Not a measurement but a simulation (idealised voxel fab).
process module | voxel quadruple lines
Shown is cross-section cut, with a width of 255 nm and square cells of size 5 nm.
When this document writes out a cross-section, it uses a grid of square cells and lists it as bands, beginning at the top and moving down, with a band standing for one or more rows of cells.
Read a band's entry like this: the first values are the height of its top and the height of its bottom in nm, and what follows is the sequence of materials from left to right, each with its width in nm. Note that "empty" is empty space, and that a single material marked "edge to edge" reaches across the band from edge to edge.
The reference from which all heights are counted is 0, the level beneath which the as-received wafer is entirely one material; the lowest band, having no lower bound, proceeds downward and is written after the example "0 down".
It should be noted that a width expressed as "30..40" varies in equal increments from row to row of cells within the band, taking the value of the first number at the top row and that of the second number at the bottom row.
Take "remains unaltered" at face value: in the step it is given for, the cross-section changed in none of its cells.
Basically, "Sealed void inventory" tells you about the enclosed voids: empty spaces with no open way to the top, 8 cells or bigger, each written width x height at distance, where distance is from the left edge, all in nm.
Formally, on a step line, whatever follows the settings is a remark that the simulator itself makes on the step.
overlay nm: mask right of planned place by this much (step with mask). Neg. = left.
### The process steps that were planned are listed below
step 1: RECEIVE with material Si
step 2: CONFORMAL_DEP with material Al2O3, thk nm 10
step 3: DIRECTIONAL_DEP with material W, thk nm 15
step 4: DIRECTIONAL_DEP with material polySi, thk nm 15
step 5: DIRECTIONAL_DEP with material aC, thk nm 20
step 6: PATTERN with tone cover, mask id MANDREL, material resist, width nm 30, thk nm 30, overlay nm 0
step 7: DIRECTIONAL_ETCH with etch materials aC, depth nm 20
step 8: STRIP with etch materials resist
step 9: CONFORMAL_DEP with material SiO2, thk nm 10
step 10: DIRECTIONAL_ETCH with etch materials SiO2, depth nm 10
step 11: STRIP with etch materials aC
step 12: DIRECTIONAL_ETCH with etch materials polySi, depth nm 15
step 13: STRIP with etch materials SiO2
step 14: CONFORMAL_DEP with material SiN, thk nm 10
step 15: DIRECTIONAL_ETCH with etch materials SiN, depth nm 10
step 16: STRIP with etch materials polySi
step 17: DIRECTIONAL_ETCH with etch materials W, depth nm 15
step 18: STRIP with etch materials SiN
### Cross-section of the wafer as it came to us, i.e., already through step 1
	0 down = Si edge to edge
	Sealed void inventory: none
### first wafer at the end, as planned
	25 to 10 = 90 nm empty, 10 nm W, 10 nm empty, 10 nm W, 10 nm empty, 10 nm W, 10 nm empty, 10 nm W, 95 nm empty
	10 to 0 = Al2O3 edge to edge
	0 down = Si edge to edge
	Sealed void inventory: none
### Second wafer of the two, sectioned at the end of the module. It began like the first and followed the same plan, but one mistake was made while running it
	25 to 10 = 95 nm empty, 10 nm W, 10 nm empty, 10 nm W, 10 nm empty, 10 nm W, 10 nm empty, 10 nm W, 90 nm empty
	10 to 0 = Al2O3 edge to edge
	0 down = Si edge to edge
	Sealed void inventory: none
The plan and the run diverged here: step 6 ran as: PATTERN with tone cover, mask id MANDREL, material resist, width nm 30, thk nm 30, overlay nm 5
Comparing end states, the material composition by cell count is preserved from the first wafer to the second, while the locations of the cells are not.
